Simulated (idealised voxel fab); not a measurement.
Process module heading - voxel fin reveal
In the cross-section labelled cut, the width is 200 nm and each square cell is 5 nm.
Cross-section format: a grid of square cells, given as bands from top to bottom; each band is one or more rows of cells.
Quick guide to a band line: top height, bottom height (nm) up front; then every material left to right with its width in nm. Only one material and it's marked "edge to edge"? Then it fills the band edge to edge. And "blank" just means empty space.
Height reference: 0 = level under which incoming wafer is all one material. Lowest band: no bottom, runs on downward, e.g. "top 0, no bottom".
Graded width ("30..40"): value in top row of band = first number; value in bottom row = second number; row-to-row change constant.
Reading "everything unchanged" for a step: not a cell of the cross-section changed in it.
The list in "Fully sealed voids" covers empty spaces of 8 cells or more that cannot reach the top through any open way, and it gives each as width x height at distance; the distance is from the left edge, and width, height and distance are in nm.
Note: text after step settings on the step line = simulator remark on that step.
On any step carrying a mask, the "overlay nm" setting, if present on the step's line, tells how far right of its planned place the mask lay; negative values point to the left.

The planned process steps are enumerated hereunder:
step 1: op RECEIVE | material Si
step 2: op CONFORMAL_DEP | material SiN | thk nm 5
step 3: op DIRECTIONAL_DEP | material aC | thk nm 15
step 4: op PATTERN | tone cover | mask id FINS | material resist | width nm 15 | pitch nm 35 | thk nm 35 | overlay nm 0
step 5: op DIRECTIONAL_ETCH | etch materials aC | depth nm 15
step 6: op STRIP | etch materials resist
step 7: op DIRECTIONAL_ETCH | etch materials SiN | depth nm 5
step 8: op DIRECTIONAL_ETCH | etch materials Si | depth nm 35
step 9: op STRIP | etch materials aC
step 10: op OXIDIZE | depth nm 5
step 11: op FILL_DEP | material SiO2 | thk nm 10
step 12: op CMP | height nm 5
step 13: op SELECTIVE_ETCH | etch materials SiO2 | depth nm 30
step 14: op STRIP | etch materials SiN

The first of two wafers, run as planned:

Cross-section of the wafer upon arrival, representing the state reached after step 1:
	top 0, no bottom: Si edge to edge
	Fully sealed voids: none

Cross-section of the wafer subsequent to step 2:
	top 5, bottom 0: SiN edge to edge
	For the remainder of the cross-section, below 0, there is no change.

Cross-section of the wafer subsequent to step 3:
	top 20, bottom 5: aC edge to edge
	For the remainder of the cross-section, below 5, there is no change.

Cross-section of the wafer subsequent to step 4:
	top 55, bottom 20: blank 75, then resist 15, then blank 20, then resist 15, then blank 75
	For the remainder of the cross-section, below 20, there is no change.

Cross-section of the wafer subsequent to step 5:
	top 40, bottom 20: blank 75, then resist 15, then blank 20, then resist 15, then blank 75
	top 20, bottom 5: blank 75, then aC 15, then blank 20, then aC 15, then blank 75
	For the remainder of the cross-section, below 5, there is no change.

Cross-section of the wafer subsequent to step 6:
	top 20, bottom 5: blank 75, then aC 15, then blank 20, then aC 15, then blank 75
	For the remainder of the cross-section, below 5, there is no change.

Cross-section of the wafer subsequent to step 7:
	top 20, bottom 5: blank 75, then aC 15, then blank 20, then aC 15, then blank 75
	top 5, bottom 0: blank 75, then SiN 15, then blank 20, then SiN 15, then blank 75
	For the remainder of the cross-section, below 0, there is no change.

Cross-section of the wafer subsequent to step 8:
	top 20, bottom 5: blank 75, then aC 15, then blank 20, then aC 15, then blank 75
	top 5, bottom 0: blank 75, then SiN 15, then blank 20, then SiN 15, then blank 75
	top 0, bottom -35: blank 75, then Si 15, then blank 20, then Si 15, then blank 75
	For the remainder of the cross-section, below -35, there is no change.

Cross-section of the wafer subsequent to step 9:
	top 5, bottom 0: blank 75, then SiN 15, then blank 20, then SiN 15, then blank 75
	For the remainder of the cross-section, below 0, there is no change.

Cross-section of the wafer subsequent to step 10:
	top 5, bottom 0: blank 75, then SiN 15, then blank 20, then SiN 15, then blank 75
	top 0, bottom -35: blank 75, then SiO2 5, then Si 5, then SiO2 5, then blank 20, then SiO2 5, then Si 5, then SiO2 5, then blank 75
	top -35, bottom -40: SiO2 80, then Si 5, then SiO2 30, then Si 5, then SiO2 80
	For the remainder of the cross-section, below -40, there is no change.

Cross-section of the wafer subsequent to step 11:
	top 15, bottom 5: SiO2 edge to edge
	top 5, bottom 0: SiO2 75, then SiN 15, then SiO2 20, then SiN 15, then SiO2 75
	top 0, bottom -40: SiO2 80, then Si 5, then SiO2 30, then Si 5, then SiO2 80
	For the remainder of the cross-section, below -40, there is no change.

Cross-section of the wafer subsequent to step 12:
	top 5, bottom 0: SiO2 75, then SiN 15, then SiO2 20, then SiN 15, then SiO2 75
	For the remainder of the cross-section, below 0, there is no change.

Cross-section of the wafer subsequent to step 13:
	top 5, bottom 0: blank 75, then SiN 15, then blank 20, then SiN 15, then blank 75
	top 0, bottom -25: blank 80, then Si 5, then blank 30, then Si 5, then blank 80
	For the remainder of the cross-section, below -25, there is no change.

Cross-section of the wafer subsequent to step 14:
	top 0, bottom -25: blank 80, then Si 5, then blank 30, then Si 5, then blank 80
	For the remainder of the cross-section, below -25, there is no change.

Now the other wafer: same start, same recipe, but we messed up one thing when running it. Up to and including step 5 it's the same as the first one:

Cross-section of the second wafer corresponding to the planned conclusion of step 6: everything unchanged

Cross-section of the second wafer corresponding to the planned conclusion of step 7:
	top 40, bottom 20: blank 75, then resist 15, then blank 20, then resist 15, then blank 75
	top 20, bottom 5: blank 75, then aC 15, then blank 20, then aC 15, then blank 75
	top 5, bottom 0: blank 75, then SiN 15, then blank 20, then SiN 15, then blank 75
	For the remainder of the cross-section, below 0, there is no change.

Cross-section of the second wafer corresponding to the planned conclusion of step 8:
	top 40, bottom 20: blank 75, then resist 15, then blank 20, then resist 15, then blank 75
	top 20, bottom 5: blank 75, then aC 15, then blank 20, then aC 15, then blank 75
	top 5, bottom 0: blank 75, then SiN 15, then blank 20, then SiN 15, then blank 75
	top 0, bottom -35: blank 75, then Si 15, then blank 20, then Si 15, then blank 75
	For the remainder of the cross-section, below -35, there is no change.

Cross-section of the second wafer corresponding to the planned conclusion of step 9:
	top 5, bottom 0: blank 75, then SiN 15, then blank 20, then SiN 15, then blank 75
	For the remainder of the cross-section, below 0, there is no change.

Cross-section of the second wafer corresponding to the planned conclusion of step 10:
	top 5, bottom 0: blank 75, then SiN 15, then blank 20, then SiN 15, then blank 75
	top 0, bottom -35: blank 75, then SiO2 5, then Si 5, then SiO2 5, then blank 20, then SiO2 5, then Si 5, then SiO2 5, then blank 75
	top -35, bottom -40: SiO2 80, then Si 5, then SiO2 30, then Si 5, then SiO2 80
	For the remainder of the cross-section, below -40, there is no change.

Cross-section of the second wafer corresponding to the planned conclusion of step 11:
	top 15, bottom 5: SiO2 edge to edge
	top 5, bottom 0: SiO2 75, then SiN 15, then SiO2 20, then SiN 15, then SiO2 75
	top 0, bottom -40: SiO2 80, then Si 5, then SiO2 30, then Si 5, then SiO2 80
	For the remainder of the cross-section, below -40, there is no change.

Cross-section of the second wafer corresponding to the planned conclusion of step 12:
	top 5, bottom 0: SiO2 75, then SiN 15, then SiO2 20, then SiN 15, then SiO2 75
	For the remainder of the cross-section, below 0, there is no change.

Cross-section of the second wafer corresponding to the planned conclusion of step 13:
	top 5, bottom 0: blank 75, then SiN 15, then blank 20, then SiN 15, then blank 75
	top 0, bottom -25: blank 80, then Si 5, then blank 30, then Si 5, then blank 80
	For the remainder of the cross-section, below -25, there is no change.

Cross-section of the second wafer corresponding to the planned conclusion of step 14:
	top 0, bottom -25: blank 80, then Si 5, then blank 30, then Si 5, then blank 80
	For the remainder of the cross-section, below -25, there is no change.
Deviation noted in wafer processing: step 6 of the plan was excluded from execution and never run
The two wafers come out with the same cross-section, meaning that, for this model, the mistake has no consequence in the computed result.
